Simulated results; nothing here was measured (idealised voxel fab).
A process module follows: voxel gate over fins.
Each square cell in cross-section cut measures 5 nm, and the section as a whole is 285 nm wide.
Throughout this document, each cross-section is represented as a grid of square cells and is presented as a sequence of bands enumerated from the top downward, where a band comprises one or more rows of cells.
It is stipulated that each band's entry specify, in nanometres, the height of the top of the band and then that of its bottom, followed by the materials of the band in left-to-right sequence, each together with its width in nanometres. A single material marked by the word "everywhere" is understood to fill the band from edge to edge; the word "blank" is understood to denote empty space.
Heights are expressed relative to 0, this being the level below which the as-received wafer comprises one material exclusively. The lowest band is unbounded in the downward direction and is denoted as in "top 0, no bottom".
The expression "30 to 40" gives the width at the extremes of the band, the first number at its top row of cells and the second at its bottom row, with the width changing by equal amounts from each row to the next in between.
It should be understood that the words "no change occurred", when stated for a given step, signify that the cross-section underwent no change in any of its cells during that step.
"Closed internal cavities": sealed empty spaces, 8 cells or more, no open way to top, listed width x height at distance, with distance from the left edge and width, height and distance in nm.
That trailing text on a step's line, after the settings, is the simulator's own remark on the step.
A step line may carry the setting "overlay nm", which, for steps involving a mask, states the distance by which the mask lay to the right of its intended position; negative values denote displacement to the left.
**Below is the list of planned process steps**
1. RECEIVE with material Si
2. CONFORMAL_DEP with material SiN, thk nm 10
3. MASKED_ETCH with tone cover, mask id FINS, width nm 15, pitch nm 40, etch materials SiN, depth nm 10, overlay nm 0
4. MASKED_ETCH with tone cover, mask id FINS, width nm 15, pitch nm 40, etch materials Si, depth nm 40, overlay nm 0
5. OXIDIZE with depth nm 5
6. FILL_DEP with material SiO2, thk nm 10
7. CMP with height nm 10
8. SELECTIVE_ETCH with etch materials SiO2, depth nm 25
9. STRIP with etch materials SiN
10. CONFORMAL_DEP with material HfO2, thk nm 5
11. CONFORMAL_DEP with material TiN, thk nm 5
12. FILL_DEP with material W, thk nm 15
13. CMP with height nm 20
14. CONFORMAL_DEP with material SiN, thk nm 5
**Cross-section of the incoming wafer, state after step 1**
	top 0, no bottom | Si everywhere
	Closed internal cavities: none
**First wafer of two, sectioned at end of module; run went per plan**
	top 25, bottom 20 | SiN everywhere
	top 20, bottom 10 | W everywhere
	top 10, bottom 5 | 70 nm W  25 nm TiN  15 nm W  25 nm TiN  15 nm W  25 nm TiN  15 nm W  25 nm TiN  70 nm W
	top 5, bottom 0 | 70 nm W  5 nm TiN  15 nm HfO2  5 nm TiN  15 nm W  5 nm TiN  15 nm HfO2  5 nm TiN  15 nm W  5 nm TiN  15 nm HfO2  5 nm TiN  15 nm W  5 nm TiN  15 nm HfO2  5 nm TiN  70 nm W
	top 0, bottom -5 | 70 nm W  5 nm TiN  5 nm HfO2  5 nm Si  5 nm HfO2  5 nm TiN  15 nm W  5 nm TiN  5 nm HfO2  5 nm Si  5 nm HfO2  5 nm TiN  15 nm W  5 nm TiN  5 nm HfO2  5 nm Si  5 nm HfO2  5 nm TiN  15 nm W  5 nm TiN  5 nm HfO2  5 nm Si  5 nm HfO2  5 nm TiN  70 nm W
	top -5, bottom -10 | 75 nm TiN  5 nm HfO2  5 nm Si  5 nm HfO2  25 nm TiN  5 nm HfO2  5 nm Si  5 nm HfO2  25 nm TiN  5 nm HfO2  5 nm Si  5 nm HfO2  25 nm TiN  5 nm HfO2  5 nm Si  5 nm HfO2  75 nm TiN
	top -10, bottom -15 | 80 nm HfO2  5 nm Si  35 nm HfO2  5 nm Si  35 nm HfO2  5 nm Si  35 nm HfO2  5 nm Si  80 nm HfO2
	top -15, bottom -45 | 80 nm SiO2  5 nm Si  35 nm SiO2  5 nm Si  35 nm SiO2  5 nm Si  35 nm SiO2  5 nm Si  80 nm SiO2
	top -45, no bottom | Si everywhere
	Closed internal cavities: none
**End of module, second wafer, cross-section. Started like the first, planned like the first, run with one mistake**
	top 25, bottom 20 | SiN everywhere
	top 20, bottom 5 | W everywhere
	top 5, bottom 0 | 70 nm W  25 nm TiN  15 nm W  25 nm TiN  15 nm W  25 nm TiN  15 nm W  25 nm TiN  70 nm W
	top 0, bottom -5 | 70 nm W  5 nm TiN  15 nm HfO2  5 nm TiN  15 nm W  5 nm TiN  15 nm HfO2  5 nm TiN  15 nm W  5 nm TiN  15 nm HfO2  5 nm TiN  15 nm W  5 nm TiN  15 nm HfO2  5 nm TiN  70 nm W
	top -5, bottom -10 | 75 nm TiN  5 nm HfO2  5 nm Si  5 nm HfO2  25 nm TiN  5 nm HfO2  5 nm Si  5 nm HfO2  25 nm TiN  5 nm HfO2  5 nm Si  5 nm HfO2  25 nm TiN  5 nm HfO2  5 nm Si  5 nm HfO2  75 nm TiN
	top -10, bottom -15 | 80 nm HfO2  5 nm Si  35 nm HfO2  5 nm Si  35 nm HfO2  5 nm Si  35 nm HfO2  5 nm Si  80 nm HfO2
	top -15, bottom -45 | 80 nm SiO2  5 nm Si  35 nm SiO2  5 nm Si  35 nm SiO2  5 nm Si  35 nm SiO2  5 nm Si  80 nm SiO2
	top -45, no bottom | Si everywhere
	Closed internal cavities: none
The mistake made against the process plan was this: step 2 of the plan: omitted, not performed
Materials where the second wafer ends with more or fewer cells than the first: HfO2 -8; Si -4; TiN -8; W +20
